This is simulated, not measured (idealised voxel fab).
process module | voxel released beams
cross-section cut | 230 nm wide | cells 5 nm
A cross-section is a grid of square cells, given in bands from the top down. A band is one or more rows of cells.
Each band's line starts with the height of the band's top and of its bottom, in nm. Then come its materials from left to right, each with its width in nm. One material with "throughout" fills the band from edge to edge. "air" is empty space.
Height 0 is the level under which the wafer as received is all one material. The lowest band goes on downwards, as in "0 down".
A width such as "30 to 40" changes by the same amount from each row of cells to the next, from the band's top row to its bottom row.
"no change" after a step means that no cell of the cross-section changed.
closed voids: empty space of 8 cells or more with no open way to the top, each as width x height at its distance from the left edge, in nm
after a step's settings: what the simulator itself notes on the step
overlay nm, on a step with a mask: how far to the right of its planned place the mask lay; to the left if negative
plan
1 op RECEIVE | material Si
2 op CONFORMAL_DEP | material SiN | thk nm 5
3 op DIRECTIONAL_DEP | material SiO2 | thk nm 10
4 op DIRECTIONAL_DEP | material aC | thk nm 10
5 op PATTERN | tone open | mask id ANCHOR | material resist | width nm 45 | thk nm 30 | overlay nm 0
6 op DIRECTIONAL_ETCH | etch materials aC | depth nm 10
7 op STRIP | etch materials resist
8 op DIRECTIONAL_ETCH | etch materials SiO2 | depth nm 10
9 op STRIP | etch materials aC
10 op CONFORMAL_DEP | material TiN | thk nm 15
11 op PATTERN | tone cover | mask id BEAM | material resist | width nm 120 | thk nm 15 | overlay nm 0
12 op DIRECTIONAL_ETCH | etch materials TiN | depth nm 15
13 op STRIP | etch materials resist
14 op STRIP | etch materials SiO2
as received, after step 1
  0 down: Si throughout
  closed voids: none
first wafer at the end, as planned
  30 to 20: air 50 | TiN 20 | air 15 | TiN 85 | air 60
  20 to 15: air 50 | TiN 120 | air 60
  15 to 5: air 55 | TiN 45 | air 130
  5 to 0: SiN throughout
  0 down: Si throughout
  closed voids: none
second wafer at the end: like start, like plan, one mistake
  30 to 20: air 50 | TiN 20 | air 15 | TiN 85 | air 60
  20 to 15: TiN throughout
  15 to 5: SiO2 55 | TiN 45 | SiO2 130
  5 to 0: SiN throughout
  0 down: Si throughout
  closed voids: none
what went wrong: step 12 ran as: op DIRECTIONAL_ETCH | etch materials TiN | depth nm 10
at the end the second wafer has, in cells: 74 more of SiO2 | 22 more of TiN
